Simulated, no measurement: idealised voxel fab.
Documented hereafter: the process module known as voxel tone inversion.
It is cross-section cut that appears here, measuring 215 nm in width, its square cells being 5 nm in size.
A cross-section is written here as square cells arranged in a grid, and it is given in bands from the top down, each band taking up one or more rows of cells.
Look at the band entry: it leads with the top's height and the bottom's height in nm. Then it lists the materials left to right, with a width in nm for each. The word "throughout" on a single material says that material fills the band edge to edge. The word "air" is empty space.
A quick word on heights: they are counted from 0, and under that level the wafer as it came to us is one material throughout. The lowest band is different from the rest in having no bottom; it simply continues downward, written as in "z 0 and below".
It should be noted that a width expressed as "30->40" varies in equal increments from row to row of cells within the band, taking the value of the first number at the top row and that of the second number at the bottom row.
The designation "no alterations made", where it is given for a processing step, indicates that no cell of the cross-section was altered in the course of that step.
Empty spaces without an open route to the top, at least 8 cells in extent, make up the entry "Sealed internal cavities"; each is given as width x height at distance, where the distance is measured from the left edge, and all are in nm.
On each step's line, the part that comes after the settings is the simulator's own comment on the step.
overlay nm: how far to the right of its planned place the mask lay on this masked step (negative: to the left).
**These are the steps we planned for the process**
1) RECEIVE [material Si]
2) CONFORMAL_DEP [material SiN] [thk nm 5]
3) DIRECTIONAL_DEP [material aC] [thk nm 15]
4) PATTERN [tone cover] [mask id POSTS] [material resist] [width nm 20] [pitch nm 50] [thk nm 20] [overlay nm 0]
5) DIRECTIONAL_ETCH [etch materials aC] [depth nm 15]
6) STRIP [etch materials resist]
7) FILL_DEP [material lowk] [thk nm 5]
8) CMP [height nm 20]
9) STRIP [etch materials aC]
**So, the first of our two wafers, run just as we planned it**
**as received, after step 1**
- z 0 and below = Si throughout
- Sealed internal cavities: none
**Presented here is a cross-section of the wafer after step 2 has been performed**
- z 5 to 0 = SiN throughout
- Unchanged below 0.
**Presented here is a cross-section of the wafer after step 3 has been performed**
- z 20 to 5 = aC throughout
- Unchanged below 5.
**Presented here is a cross-section of the wafer after step 4 has been performed**
- z 40 to 20 = air: 20 | resist: 20 | air: 30 | resist: 20 | air: 30 | resist: 20 | air: 30 | resist: 20 | air: 25
- Unchanged below 20.
**Presented here is a cross-section of the wafer after step 5 has been performed**
- z 25 to 20 = air: 20 | resist: 20 | air: 30 | resist: 20 | air: 30 | resist: 20 | air: 30 | resist: 20 | air: 25
- z 20 to 5 = air: 20 | aC: 20 | air: 30 | aC: 20 | air: 30 | aC: 20 | air: 30 | aC: 20 | air: 25
- Unchanged below 5.
**Presented here is a cross-section of the wafer after step 6 has been performed**
- z 20 to 5 = air: 20 | aC: 20 | air: 30 | aC: 20 | air: 30 | aC: 20 | air: 30 | aC: 20 | air: 25
- Unchanged below 5.
**Presented here is a cross-section of the wafer after step 7 has been performed**
- z 25 to 20 = lowk throughout
- z 20 to 5 = lowk: 20 | aC: 20 | lowk: 30 | aC: 20 | lowk: 30 | aC: 20 | lowk: 30 | aC: 20 | lowk: 25
- Unchanged below 5.
**Presented here is a cross-section of the wafer after step 8 has been performed**
- z 20 to 5 = lowk: 20 | aC: 20 | lowk: 30 | aC: 20 | lowk: 30 | aC: 20 | lowk: 30 | aC: 20 | lowk: 25
- Unchanged below 5.
**Presented here is a cross-section of the wafer after step 9 has been performed**
- z 20 to 5 = lowk: 20 | air: 20 | lowk: 30 | air: 20 | lowk: 30 | air: 20 | lowk: 30 | air: 20 | lowk: 25
- Unchanged below 5.
**Wafer two. Same start, same plan, one slip in execution. Same as wafer one through step 3, inclusive**
**Second wafer cross-section, taken as of the time the plan sets for step 4 to be done**
- z 40 to 20 = air: 25 | resist: 20 | air: 30 | resist: 20 | air: 30 | resist: 20 | air: 30 | resist: 20 | air: 20
- Unchanged below 20.
**Second wafer cross-section, taken as of the time the plan sets for step 5 to be done**
- z 25 to 20 = air: 25 | resist: 20 | air: 30 | resist: 20 | air: 30 | resist: 20 | air: 30 | resist: 20 | air: 20
- z 20 to 5 = air: 25 | aC: 20 | air: 30 | aC: 20 | air: 30 | aC: 20 | air: 30 | aC: 20 | air: 20
- Unchanged below 5.
**Second wafer cross-section, taken as of the time the plan sets for step 6 to be done**
- z 20 to 5 = air: 25 | aC: 20 | air: 30 | aC: 20 | air: 30 | aC: 20 | air: 30 | aC: 20 | air: 20
- Unchanged below 5.
**Second wafer cross-section, taken as of the time the plan sets for step 7 to be done**
- z 25 to 20 = lowk throughout
- z 20 to 5 = lowk: 25 | aC: 20 | lowk: 30 | aC: 20 | lowk: 30 | aC: 20 | lowk: 30 | aC: 20 | lowk: 20
- Unchanged below 5.
**Second wafer cross-section, taken as of the time the plan sets for step 8 to be done**
- z 20 to 5 = lowk: 25 | aC: 20 | lowk: 30 | aC: 20 | lowk: 30 | aC: 20 | lowk: 30 | aC: 20 | lowk: 20
- Unchanged below 5.
**Second wafer cross-section, taken as of the time the plan sets for step 9 to be done**
- z 20 to 5 = lowk: 25 | air: 20 | lowk: 30 | air: 20 | lowk: 30 | air: 20 | lowk: 30 | air: 20 | lowk: 20
- Unchanged below 5.
Which mistake was made when the wafer was run? rather than as planned, step 4 actually ran as PATTERN [tone cover] [mask id POSTS] [material resist] [width nm 20] [pitch nm 50] [thk nm 20] [overlay nm 5]
Cell counts per material: same on both final wafers. Positions: different.
